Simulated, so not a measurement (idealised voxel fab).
Process module, titled voxel ribs on slabs
Cross-sectional view cut (width: 160 nm; square cell size: 5 nm).
Cross-section format: a grid of square cells, given as bands from top to bottom; each band is one or more rows of cells.
For a band, the entry starts with two heights in nm, that of the top and then that of the bottom, and carries on with the band's materials in order from left to right, each alongside its width in nm; the word "full width" beside a single material means it fills the band edge to edge, and "empty" means empty space.
Heights are expressed relative to 0, this being the level below which the as-received wafer comprises one material exclusively. The lowest band is unbounded in the downward direction and is denoted as in "0 nm and below".
A two-number width, for instance "30 to 40", indicates that the width is equal to the first number in the top row of the band and to the second number in the bottom row, and that it changes by a constant amount per row of cells.
You'll sometimes find "remained the same" written for a step, and that's the way of saying that nowhere in the cross-section did a cell change during that step.
In the "Sealed internal cavities" entry, you get each enclosed empty space of 8 cells or more, one with no open way to the top, written width x height at distance, distance from the left edge, in nm.
Where a step's line continues beyond its settings, the continuation is a remark by the simulator itself on that step.
A step line may carry the setting "overlay nm", which, for steps involving a mask, states the distance by which the mask lay to the right of its intended position; negative values denote displacement to the left.
Each pair below shows a cross-section before one step and the cross-section after it, down to the lowest band that changed. The line under each pair gives the step between them, with its settings. The pairs can come from different runs of this module on the same starting wafer, so a pair continues from the pair above only where its "Pre-process state" says so.

-- Pre-process state
- 60 nm to 50 nm  empty 65 nm / aC 30 nm / empty 65 nm
- 50 nm to 45 nm  aC full width
- 45 nm to 35 nm  aC 65 nm / SiN 30 nm / aC 65 nm
- 35 nm to 25 nm  SiN full width
- 25 nm to 0 nm  SiO2 full width
- 0 nm and below  Si full width
- Sealed internal cavities: none

-- State After Step
- 90 nm to 60 nm  empty 40 nm / resist 80 nm / empty 40 nm
- 60 nm to 50 nm  empty 40 nm / resist 25 nm / aC 30 nm / resist 25 nm / empty 40 nm
- Anything lower than 50 is untouched.
- Sealed internal cavities: none
Between the two cross-sections shown above lies PATTERN with tone cover, mask id SLAB, material resist, width nm 80, thk nm 30, overlay nm 0

Pre-process state: The initial state for this step is given by the after cross-section of the immediately preceding pair.

-- State After Step
- 75 nm to 60 nm  empty 40 nm / resist 80 nm / empty 40 nm
- 60 nm to 50 nm  empty 40 nm / resist 25 nm / aC 30 nm / resist 25 nm / empty 40 nm
- 50 nm to 45 nm  empty 40 nm / aC 80 nm / empty 40 nm
- 45 nm to 35 nm  empty 40 nm / aC 25 nm / SiN 30 nm / aC 25 nm / empty 40 nm
- Anything lower than 35 is untouched.
- Sealed internal cavities: none
Between the two cross-sections shown above lies DIRECTIONAL_ETCH with etch materials aC, depth nm 15

Pre-process state: The initial state for this step is given by the after cross-section of the immediately preceding pair.

-- State After Step
- 60 nm to 50 nm  empty 65 nm / aC 30 nm / empty 65 nm
- Anything lower than 50 is untouched.
- Sealed internal cavities: none
Between the two cross-sections shown above lies STRIP with etch materials resist

Pre-process state: The initial state for this step is given by the after cross-section of the immediately preceding pair.

-- State After Step
- 60 nm to 50 nm  empty 65 nm / aC 30 nm / empty 65 nm
- 50 nm to 45 nm  empty 40 nm / aC 80 nm / empty 40 nm
- 45 nm to 35 nm  empty 40 nm / aC 25 nm / SiN 30 nm / aC 25 nm / empty 40 nm
- 35 nm to 25 nm  empty 40 nm / SiN 80 nm / empty 40 nm
- Anything lower than 25 is untouched.
- Sealed internal cavities: none
Between the two cross-sections shown above lies DIRECTIONAL_ETCH with etch materials SiN, depth nm 10

Pre-process state: The initial state for this step is given by the after cross-section of the immediately preceding pair.

-- State After Step
- 45 nm to 35 nm  empty 65 nm / SiN 30 nm / empty 65 nm
- Anything lower than 35 is untouched.
- Sealed internal cavities: none
Between the two cross-sections shown above lies STRIP with etch materials aC

Pre-process state: The initial state for this step is given by the after cross-section of the immediately preceding pair.

-- State After Step
- 70 nm to 45 nm  SiO2 full width
- 45 nm to 35 nm  SiO2 65 nm / SiN 30 nm / SiO2 65 nm
- 35 nm to 25 nm  SiO2 40 nm / SiN 80 nm / SiO2 40 nm
- Anything lower than 25 is untouched.
- Sealed internal cavities: none
Between the two cross-sections shown above lies FILL_DEP with material SiO2, thk nm 25

Pre-process state: The initial state for this step is given by the after cross-section of the immediately preceding pair.

-- State After Step
- 65 nm to 45 nm  SiO2 full width
- Anything lower than 45 is untouched.
- Sealed internal cavities: none
Between the two cross-sections shown above lies CMP with height nm 65

Pre-process state: The initial state for this step is given by the after cross-section of the immediately preceding pair.

-- State After Step
- 70 nm to 65 nm  TiN full width
- Anything lower than 65 is untouched.
- Sealed internal cavities: none
Between the two cross-sections shown above lies DIRECTIONAL_DEP with material TiN, thk nm 5

Pre-process state: The initial state for this step is given by the after cross-section of the immediately preceding pair.

-- State After Step
- 85 nm to 70 nm  aC full width
- Anything lower than 70 is untouched.
- Sealed internal cavities: none
Between the two cross-sections shown above lies DIRECTIONAL_DEP with material aC, thk nm 15

Pre-process state: The initial state for this step is given by the after cross-section of the immediately preceding pair.

-- State After Step
- 115 nm to 85 nm  empty 60 nm / resist 40 nm / empty 60 nm
- Anything lower than 85 is untouched.
- Sealed internal cavities: none
Between the two cross-sections shown above lies PATTERN with tone cover, mask id HEATER, material resist, width nm 40, thk nm 30, overlay nm 0

Pre-process state: The initial state for this step is given by the after cross-section of the immediately preceding pair.

-- State After Step
- 100 nm to 85 nm  empty 60 nm / resist 40 nm / empty 60 nm
- 85 nm to 70 nm  empty 60 nm / aC 40 nm / empty 60 nm
- Anything lower than 70 is untouched.
- Sealed internal cavities: none
Between the two cross-sections shown above lies DIRECTIONAL_ETCH with etch materials aC, depth nm 15

Pre-process state: The initial state for this step is given by the after cross-section of the immediately preceding pair.

-- State After Step
- 85 nm to 70 nm  empty 60 nm / aC 40 nm / empty 60 nm
- Anything lower than 70 is untouched.
- Sealed internal cavities: none
Between the two cross-sections shown above lies STRIP with etch materials resist

Pre-process state: The initial state for this step is given by the after cross-section of the immediately preceding pair.

-- State After Step
- 85 nm to 70 nm  empty 60 nm / aC 40 nm / empty 60 nm
- 70 nm to 65 nm  empty 60 nm / TiN 40 nm / empty 60 nm
- Anything lower than 65 is untouched.
- Sealed internal cavities: none
Between the two cross-sections shown above lies DIRECTIONAL_ETCH with etch materials TiN, depth nm 5

Pre-process state: The initial state for this step is given by the after cross-section of the immediately preceding pair.

-- State After Step
- 70 nm to 65 nm  empty 60 nm / TiN 40 nm / empty 60 nm
- Anything lower than 65 is untouched.
- Sealed internal cavities: none
Between the two cross-sections shown above lies STRIP with etch materials aC

Pre-process state: The initial state for this step is given by the after cross-section of the immediately preceding pair.

-- State After Step
- 75 nm to 70 nm  empty 55 nm / SiN 50 nm / empty 55 nm
- 70 nm to 65 nm  SiN 60 nm / TiN 40 nm / SiN 60 nm
- Anything lower than 65 is untouched.
- Sealed internal cavities: none
Between the two cross-sections shown above lies CONFORMAL_DEP with material SiN, thk nm 5

-- Pre-process state
- 60 nm to 50 nm  empty 65 nm / aC 30 nm / empty 65 nm
- 50 nm to 45 nm  aC full width
- 45 nm to 35 nm  aC 65 nm / SiN 30 nm / aC 65 nm
- 35 nm to 25 nm  SiN full width
- 25 nm to 0 nm  SiO2 full width
- 0 nm and below  Si full width
- Sealed internal cavities: none

-- State After Step
- 90 nm to 60 nm  empty 40 nm / resist 90 nm / empty 30 nm
- 60 nm to 50 nm  empty 40 nm / resist 25 nm / aC 30 nm / resist 35 nm / empty 30 nm
- Anything lower than 50 is untouched.
- Sealed internal cavities: none
Between the two cross-sections shown above lies PATTERN with tone cover, mask id SLAB, material resist, width nm 90, thk nm 30, overlay nm 5

Pre-process state: The initial state for this step is given by the after cross-section of the immediately preceding pair.

-- State After Step
- 75 nm to 60 nm  empty 40 nm / resist 90 nm / empty 30 nm
- 60 nm to 50 nm  empty 40 nm / resist 25 nm / aC 30 nm / resist 35 nm / empty 30 nm
- 50 nm to 45 nm  empty 40 nm / aC 90 nm / empty 30 nm
- 45 nm to 35 nm  empty 40 nm / aC 25 nm / SiN 30 nm / aC 35 nm / empty 30 nm
- Anything lower than 35 is untouched.
- Sealed internal cavities: none
Between the two cross-sections shown above lies DIRECTIONAL_ETCH with etch materials aC, depth nm 15

Pre-process state: The initial state for this step is given by the after cross-section of the immediately preceding pair.

-- State After Step
- 60 nm to 50 nm  empty 65 nm / aC 30 nm / empty 65 nm
- Anything lower than 50 is untouched.
- Sealed internal cavities: none
Between the two cross-sections shown above lies STRIP with etch materials resist

Pre-process state: The initial state for this step is given by the after cross-section of the immediately preceding pair.

-- State After Step
- 60 nm to 50 nm  empty 65 nm / aC 30 nm / empty 65 nm
- 50 nm to 45 nm  empty 40 nm / aC 90 nm / empty 30 nm
- 45 nm to 35 nm  empty 40 nm / aC 25 nm / SiN 30 nm / aC 35 nm / empty 30 nm
- 35 nm to 25 nm  empty 40 nm / SiN 90 nm / empty 30 nm
- Anything lower than 25 is untouched.
- Sealed internal cavities: none
Between the two cross-sections shown above lies DIRECTIONAL_ETCH with etch materials SiN, depth nm 10

Pre-process state: The initial state for this step is given by the after cross-section of the immediately preceding pair.

-- State After Step
- 45 nm to 35 nm  empty 65 nm / SiN 30 nm / empty 65 nm
- Anything lower than 35 is untouched.
- Sealed internal cavities: none
Between the two cross-sections shown above lies STRIP with etch materials aC

Pre-process state: The initial state for this step is given by the after cross-section of the immediately preceding pair.

-- State After Step
- 70 nm to 45 nm  SiO2 full width
- 45 nm to 35 nm  SiO2 65 nm / SiN 30 nm / SiO2 65 nm
- 35 nm to 25 nm  SiO2 40 nm / SiN 90 nm / SiO2 30 nm
- Anything lower than 25 is untouched.
- Sealed internal cavities: none
Between the two cross-sections shown above lies FILL_DEP with material SiO2, thk nm 25

Pre-process state: The initial state for this step is given by the after cross-section of the immediately preceding pair.

-- State After Step
- 65 nm to 45 nm  SiO2 full width
- Anything lower than 45 is untouched.
- Sealed internal cavities: none
Between the two cross-sections shown above lies CMP with height nm 65

Pre-process state: The initial state for this step is given by the after cross-section of the immediately preceding pair.

-- State After Step
- 70 nm to 65 nm  TiN full width
- Anything lower than 65 is untouched.
- Sealed internal cavities: none
Between the two cross-sections shown above lies DIRECTIONAL_DEP with material TiN, thk nm 5

Pre-process state: The initial state for this step is given by the after cross-section of the immediately preceding pair.

-- State After Step
- 85 nm to 70 nm  aC full width
- Anything lower than 70 is untouched.
- Sealed internal cavities: none
Between the two cross-sections shown above lies DIRECTIONAL_DEP with material aC, thk nm 15

Pre-process state: The initial state for this step is given by the after cross-section of the immediately preceding pair.

-- State After Step
- 115 nm to 85 nm  empty 60 nm / resist 40 nm / empty 60 nm
- Anything lower than 85 is untouched.
- Sealed internal cavities: none
Between the two cross-sections shown above lies PATTERN with tone cover, mask id HEATER, material resist, width nm 40, thk nm 30, overlay nm 0

Pre-process state: The initial state for this step is given by the after cross-section of the immediately preceding pair.

-- State After Step
- 100 nm to 85 nm  empty 60 nm / resist 40 nm / empty 60 nm
- 85 nm to 70 nm  empty 60 nm / aC 40 nm / empty 60 nm
- Anything lower than 70 is untouched.
- Sealed internal cavities: none
Between the two cross-sections shown above lies DIRECTIONAL_ETCH with etch materials aC, depth nm 15

Pre-process state: The initial state for this step is given by the after cross-section of the immediately preceding pair.

-- State After Step
- 85 nm to 70 nm  empty 60 nm / aC 40 nm / empty 60 nm
- Anything lower than 70 is untouched.
- Sealed internal cavities: none
Between the two cross-sections shown above lies STRIP with etch materials resist

Pre-process state: The initial state for this step is given by the after cross-section of the immediately preceding pair.

-- State After Step
- 85 nm to 70 nm  empty 60 nm / aC 40 nm / empty 60 nm
- 70 nm to 65 nm  empty 60 nm / TiN 40 nm / empty 60 nm
- Anything lower than 65 is untouched.
- Sealed internal cavities: none
Between the two cross-sections shown above lies DIRECTIONAL_ETCH with etch materials TiN, depth nm 5

Pre-process state: The initial state for this step is given by the after cross-section of the immediately preceding pair.

-- State After Step
- 70 nm to 65 nm  empty 60 nm / TiN 40 nm / empty 60 nm
- Anything lower than 65 is untouched.
- Sealed internal cavities: none
Between the two cross-sections shown above lies STRIP with etch materials aC

Pre-process state: The initial state for this step is given by the after cross-section of the immediately preceding pair.

-- State After Step
- 75 nm to 70 nm  empty 55 nm / SiN 50 nm / empty 55 nm
- 70 nm to 65 nm  SiN 60 nm / TiN 40 nm / SiN 60 nm
- Anything lower than 65 is untouched.
- Sealed internal cavities: none
Between the two cross-sections shown above lies CONFORMAL_DEP with material SiN, thk nm 5

-- Pre-process state
- 45 nm to 35 nm  empty 65 nm / SiN 30 nm / empty 65 nm
- 35 nm to 25 nm  SiN full width
- 25 nm to 0 nm  SiO2 full width
- 0 nm and below  Si full width
- Sealed internal cavities: none

-- State After Step
- 60 nm to 50 nm  empty 65 nm / TiN 30 nm / empty 65 nm
- 50 nm to 45 nm  TiN full width
- 45 nm to 35 nm  TiN 65 nm / SiN 30 nm / TiN 65 nm
- Anything lower than 35 is untouched.
- Sealed internal cavities: none
Between the two cross-sections shown above lies DIRECTIONAL_DEP with material TiN, thk nm 15

Pre-process state: The initial state for this step is given by the after cross-section of the immediately preceding pair.

-- State After Step
- 90 nm to 60 nm  empty 35 nm / resist 90 nm / empty 35 nm
- 60 nm to 50 nm  empty 35 nm / resist 30 nm / TiN 30 nm / resist 30 nm / empty 35 nm
- Anything lower than 50 is untouched.
- Sealed internal cavities: none
Between the two cross-sections shown above lies PATTERN with tone cover, mask id SLAB, material resist, width nm 90, thk nm 30, overlay nm 0

Pre-process state: The initial state for this step is given by the after cross-section of the immediately preceding pair.

-- State After Step
- 75 nm to 60 nm  empty 35 nm / resist 90 nm / empty 35 nm
- Anything lower than 60 is untouched.
- Sealed internal cavities: none
Between the two cross-sections shown above lies DIRECTIONAL_ETCH with etch materials aC, depth nm 15

Pre-process state: The initial state for this step is given by the after cross-section of the immediately preceding pair.

-- State After Step
- 60 nm to 50 nm  empty 65 nm / TiN 30 nm / empty 65 nm
- Anything lower than 50 is untouched.
- Sealed internal cavities: none
Between the two cross-sections shown above lies STRIP with etch materials resist

Pre-process state: The initial state for this step is given by the after cross-section of the immediately preceding pair.

-- State After Step
- 85 nm to 60 nm  SiO2 full width
- 60 nm to 50 nm  SiO2 65 nm / TiN 30 nm / SiO2 65 nm
- Anything lower than 50 is untouched.
- Sealed internal cavities: none
Between the two cross-sections shown above lies FILL_DEP with material SiO2, thk nm 25

Pre-process state: The initial state for this step is given by the after cross-section of the immediately preceding pair.

-- State After Step
- 65 nm to 60 nm  SiO2 full width
- Anything lower than 60 is untouched.
- Sealed internal cavities: none
Between the two cross-sections shown above lies CMP with height nm 65

Pre-process state: The initial state for this step is given by the after cross-section of the immediately preceding pair.

-- State After Step
- 70 nm to 65 nm  TiN full width
- Anything lower than 65 is untouched.
- Sealed internal cavities: none
Between the two cross-sections shown above lies DIRECTIONAL_DEP with material TiN, thk nm 5

Pre-process state: The initial state for this step is given by the after cross-section of the immediately preceding pair.

-- State After Step
- 85 nm to 70 nm  aC full width
- Anything lower than 70 is untouched.
- Sealed internal cavities: none
Between the two cross-sections shown above lies DIRECTIONAL_DEP with material aC, thk nm 15

Pre-process state: The initial state for this step is given by the after cross-section of the immediately preceding pair.

-- State After Step
- 115 nm to 85 nm  empty 60 nm / resist 40 nm / empty 60 nm
- Anything lower than 85 is untouched.
- Sealed internal cavities: none
Between the two cross-sections shown above lies PATTERN with tone cover, mask id HEATER, material resist, width nm 40, thk nm 30, overlay nm 0

Pre-process state: The initial state for this step is given by the after cross-section of the immediately preceding pair.

-- State After Step
- 100 nm to 85 nm  empty 60 nm / resist 40 nm / empty 60 nm
- 85 nm to 70 nm  empty 60 nm / aC 40 nm / empty 60 nm
- Anything lower than 70 is untouched.
- Sealed internal cavities: none
Between the two cross-sections shown above lies DIRECTIONAL_ETCH with etch materials aC, depth nm 15

Pre-process state: The initial state for this step is given by the after cross-section of the immediately preceding pair.

-- State After Step
- 85 nm to 70 nm  empty 60 nm / aC 40 nm / empty 60 nm
- Anything lower than 70 is untouched.
- Sealed internal cavities: none
Between the two cross-sections shown above lies STRIP with etch materials resist

Pre-process state: The initial state for this step is given by the after cross-section of the immediately preceding pair.

-- State After Step
- 85 nm to 70 nm  empty 60 nm / aC 40 nm / empty 60 nm
- 70 nm to 65 nm  empty 60 nm / TiN 40 nm / empty 60 nm
- Anything lower than 65 is untouched.
- Sealed internal cavities: none
Between the two cross-sections shown above lies DIRECTIONAL_ETCH with etch materials TiN, depth nm 5

Pre-process state: The initial state for this step is given by the after cross-section of the immediately preceding pair.

-- State After Step
- 70 nm to 65 nm  empty 60 nm / TiN 40 nm / empty 60 nm
- Anything lower than 65 is untouched.
- Sealed internal cavities: none
Between the two cross-sections shown above lies STRIP with etch materials aC

Pre-process state: The initial state for this step is given by the after cross-section of the immediately preceding pair.

-- State After Step
- 75 nm to 70 nm  empty 55 nm / SiN 50 nm / empty 55 nm
- 70 nm to 65 nm  SiN 60 nm / TiN 40 nm / SiN 60 nm
- Anything lower than 65 is untouched.
- Sealed internal cavities: none
Between the two cross-sections shown above lies CONFORMAL_DEP with material SiN, thk nm 5

-- Pre-process state
- 55 nm to 45 nm  aC full width
- 45 nm to 25 nm  SiN full width
- 25 nm to 0 nm  SiO2 full width
- 0 nm and below  Si full width
- Sealed internal cavities: none

-- State After Step
- 85 nm to 55 nm  resist 65 nm / empty 30 nm / resist 65 nm
- Anything lower than 55 is untouched.
- Sealed internal cavities: none
Between the two cross-sections shown above lies PATTERN with tone open, mask id RIB, material resist, width nm 30, thk nm 30, overlay nm 0

Pre-process state: The initial state for this step is given by the after cross-section of the immediately preceding pair.

-- State After Step
- 75 nm to 55 nm  resist 65 nm / empty 30 nm / resist 65 nm
- 55 nm to 45 nm  aC 65 nm / empty 30 nm / aC 65 nm
- Anything lower than 45 is untouched.
- Sealed internal cavities: none
Between the two cross-sections shown above lies DIRECTIONAL_ETCH with etch materials aC, depth nm 10

Pre-process state: The initial state for this step is given by the after cross-section of the immediately preceding pair.

-- State After Step
- 55 nm to 45 nm  aC 65 nm / empty 30 nm / aC 65 nm
- Anything lower than 45 is untouched.
- Sealed internal cavities: none
Between the two cross-sections shown above lies STRIP with etch materials resist

Pre-process state: The initial state for this step is given by the after cross-section of the immediately preceding pair.

-- State After Step
- 55 nm to 45 nm  aC 65 nm / empty 30 nm / aC 65 nm
- 45 nm to 35 nm  SiN 65 nm / empty 30 nm / SiN 65 nm
- Anything lower than 35 is untouched.
- Sealed internal cavities: none
Between the two cross-sections shown above lies DIRECTIONAL_ETCH with etch materials SiN, depth nm 10

Pre-process state: The initial state for this step is given by the after cross-section of the immediately preceding pair.

-- State After Step
- 45 nm to 35 nm  SiN 65 nm / empty 30 nm / SiN 65 nm
- Anything lower than 35 is untouched.
- Sealed internal cavities: none
Between the two cross-sections shown above lies STRIP with etch materials aC

Pre-process state: The initial state for this step is given by the after cross-section of the immediately preceding pair.

-- State After Step
- 60 nm to 50 nm  aC 65 nm / empty 30 nm / aC 65 nm
- 50 nm to 45 nm  aC full width
- 45 nm to 35 nm  SiN 65 nm / aC 30 nm / SiN 65 nm
- Anything lower than 35 is untouched.
- Sealed internal cavities: none
Between the two cross-sections shown above lies DIRECTIONAL_DEP with material aC, thk nm 15

Pre-process state: The initial state for this step is given by the after cross-section of the immediately preceding pair.

-- State After Step
- 90 nm to 60 nm  empty 35 nm / resist 90 nm / empty 35 nm
- 60 nm to 50 nm  aC 65 nm / resist 30 nm / aC 65 nm
- Anything lower than 50 is untouched.
- Sealed internal cavities: none
Between the two cross-sections shown above lies PATTERN with tone cover, mask id SLAB, material resist, width nm 90, thk nm 30, overlay nm 0

Pre-process state: The initial state for this step is given by the after cross-section of the immediately preceding pair.

-- State After Step
- 75 nm to 60 nm  empty 35 nm / resist 90 nm / empty 35 nm
- 60 nm to 50 nm  empty 35 nm / aC 30 nm / resist 30 nm / aC 30 nm / empty 35 nm
- 50 nm to 45 nm  empty 35 nm / aC 90 nm / empty 35 nm
- Anything lower than 45 is untouched.
- Sealed internal cavities: none
Between the two cross-sections shown above lies DIRECTIONAL_ETCH with etch materials aC, depth nm 15

Pre-process state: The initial state for this step is given by the after cross-section of the immediately preceding pair.

-- State After Step
- 60 nm to 50 nm  empty 35 nm / aC 30 nm / empty 30 nm / aC 30 nm / empty 35 nm
- Anything lower than 50 is untouched.
- Sealed internal cavities: none
Between the two cross-sections shown above lies STRIP with etch materials resist

Pre-process state: The initial state for this step is given by the after cross-section of the immediately preceding pair.

-- State After Step
- 60 nm to 50 nm  empty 35 nm / aC 30 nm / empty 30 nm / aC 30 nm / empty 35 nm
- 50 nm to 45 nm  empty 35 nm / aC 90 nm / empty 35 nm
- 45 nm to 35 nm  empty 35 nm / SiN 30 nm / aC 30 nm / SiN 30 nm / empty 35 nm
- Anything lower than 35 is untouched.
- Sealed internal cavities: none
Between the two cross-sections shown above lies DIRECTIONAL_ETCH with etch materials SiN, depth nm 10

Pre-process state: The initial state for this step is given by the after cross-section of the immediately preceding pair.

-- State After Step
- 45 nm to 35 nm  empty 35 nm / SiN 30 nm / empty 30 nm / SiN 30 nm / empty 35 nm
- Anything lower than 35 is untouched.
- Sealed internal cavities: none
Between the two cross-sections shown above lies STRIP with etch materials aC

Pre-process state: The initial state for this step is given by the after cross-section of the immediately preceding pair.

-- State After Step
- 70 nm to 45 nm  SiO2 full width
- 45 nm to 35 nm  SiO2 35 nm / SiN 30 nm / SiO2 30 nm / SiN 30 nm / SiO2 35 nm
- Anything lower than 35 is untouched.
- Sealed internal cavities: none
Between the two cross-sections shown above lies FILL_DEP with material SiO2, thk nm 25

Pre-process state: The initial state for this step is given by the after cross-section of the immediately preceding pair.

-- State After Step
- 65 nm to 45 nm  SiO2 full width
- Anything lower than 45 is untouched.
- Sealed internal cavities: none
Between the two cross-sections shown above lies CMP with height nm 65

Pre-process state: The initial state for this step is given by the after cross-section of the immediately preceding pair.

-- State After Step
- 70 nm to 65 nm  TiN full width
- Anything lower than 65 is untouched.
- Sealed internal cavities: none
Between the two cross-sections shown above lies DIRECTIONAL_DEP with material TiN, thk nm 5

Pre-process state: The initial state for this step is given by the after cross-section of the immediately preceding pair.

-- State After Step
- 85 nm to 70 nm  aC full width
- Anything lower than 70 is untouched.
- Sealed internal cavities: none
Between the two cross-sections shown above lies DIRECTIONAL_DEP with material aC, thk nm 15

Pre-process state: The initial state for this step is given by the after cross-section of the immediately preceding pair.

-- State After Step
- 115 nm to 85 nm  empty 60 nm / resist 40 nm / empty 60 nm
- Anything lower than 85 is untouched.
- Sealed internal cavities: none
Between the two cross-sections shown above lies PATTERN with tone cover, mask id HEATER, material resist, width nm 40, thk nm 30, overlay nm 0

Pre-process state: The initial state for this step is given by the after cross-section of the immediately preceding pair.

-- State After Step
- 100 nm to 85 nm  empty 60 nm / resist 40 nm / empty 60 nm
- 85 nm to 70 nm  empty 60 nm / aC 40 nm / empty 60 nm
- Anything lower than 70 is untouched.
- Sealed internal cavities: none
Between the two cross-sections shown above lies DIRECTIONAL_ETCH with etch materials aC, depth nm 15

Pre-process state: The initial state for this step is given by the after cross-section of the immediately preceding pair.

-- State After Step
- 85 nm to 70 nm  empty 60 nm / aC 40 nm / empty 60 nm
- Anything lower than 70 is untouched.
- Sealed internal cavities: none
Between the two cross-sections shown above lies STRIP with etch materials resist

Pre-process state: The initial state for this step is given by the after cross-section of the immediately preceding pair.

-- State After Step
- 85 nm to 70 nm  empty 60 nm / aC 40 nm / empty 60 nm
- 70 nm to 65 nm  empty 60 nm / TiN 40 nm / empty 60 nm
- Anything lower than 65 is untouched.
- Sealed internal cavities: none
Between the two cross-sections shown above lies DIRECTIONAL_ETCH with etch materials TiN, depth nm 5

Pre-process state: The initial state for this step is given by the after cross-section of the immediately preceding pair.

-- State After Step
- 70 nm to 65 nm  empty 60 nm / TiN 40 nm / empty 60 nm
- Anything lower than 65 is untouched.
- Sealed internal cavities: none
Between the two cross-sections shown above lies STRIP with etch materials aC

Pre-process state: The initial state for this step is given by the after cross-section of the immediately preceding pair.

-- State After Step
- 75 nm to 70 nm  empty 55 nm / SiN 50 nm / empty 55 nm
- 70 nm to 65 nm  SiN 60 nm / TiN 40 nm / SiN 60 nm
- Anything lower than 65 is untouched.
- Sealed internal cavities: none
Between the two cross-sections shown above lies CONFORMAL_DEP with material SiN, thk nm 5
